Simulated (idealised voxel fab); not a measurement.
A process module follows: voxel ribs on slabs.
For reference, the cross-section in this document is cut, with width 260 nm and square cells of 5 nm.
How to read a cross-section here: the picture is a grid of square cells, written as bands going from the top down, and any band can span one or more rows of cells.
Heads up on the band format: heights come first, top then bottom, in nm. After that it's the materials left to right, each with its width in nm. A single material flagged "all across" fills the whole band edge to edge, and "blank" means there's empty space there.
The level at which height equals 0 is the one under which the wafer, as it arrives, is entirely one material. No lower edge exists for the bottom band, which continues downward and is notated as in "top 0, no bottom".
Width "30..40": first value at the band's top row of cells, second value at its bottom row, equal change from row to row.
Where a step carries "no change occurred", the cross-section came out of it unchanged, cell for cell.
"closed voids" - sealed voids, min. 8 cells, no opening to top; format: width x height at distance (distance from left edge; nm throughout).
The remark found on a step's line after its settings is issued by the simulator itself and pertains to that step.
"overlay nm", when on a step's line for a step with a mask, measures how far to the right of its planned place the mask lay; a negative measure means to the left.
# plan
1) RECEIVE | material Si
2) DIRECTIONAL_DEP | material SiO2 | thk nm 20
3) DIRECTIONAL_DEP | material SiN | thk nm 25
4) DIRECTIONAL_DEP | material aC | thk nm 10
5) PATTERN | tone cover | mask id RIB | material resist | width nm 20 | thk nm 25 | overlay nm 0
6) DIRECTIONAL_ETCH | etch materials aC | depth nm 10
7) STRIP | etch materials resist
8) DIRECTIONAL_ETCH | etch materials SiN | depth nm 5
9) STRIP | etch materials aC
10) MASKED_ETCH | tone cover | mask id SLAB | width nm 60 | etch materials SiN | depth nm 20 | overlay nm 0
11) FILL_DEP | material SiO2 | thk nm 15
12) CMP | height nm 55
13) DIRECTIONAL_DEP | material W | thk nm 5
14) PATTERN | tone cover | mask id HEATER | material resist | width nm 30 | thk nm 15 | overlay nm 0
15) DIRECTIONAL_ETCH | etch materials W | depth nm 5
16) STRIP | etch materials resist
17) CONFORMAL_DEP | material SiO2 | thk nm 10
# Cross-section of the incoming wafer, state after step 1
* top 0, no bottom  Si all across
* closed voids: none
# The cross-section shown corresponds to the wafer at the conclusion of the module. The initial structure and the process plan are those presented above; however, one mistake occurred in executing the plan
* top 70, bottom 65  blank 105 / SiO2 50 / blank 105
* top 65, bottom 60  SiO2 all across
* top 60, bottom 55  SiO2 115 / W 30 / SiO2 115
* top 55, bottom 45  SiO2 100 / SiN 60 / SiO2 100
* top 45, bottom 20  SiN all across
* top 20, bottom 0  SiO2 all across
* top 0, no bottom  Si all across
* closed voids: none
Diagnosis: step 3 of the plan was executed twice over
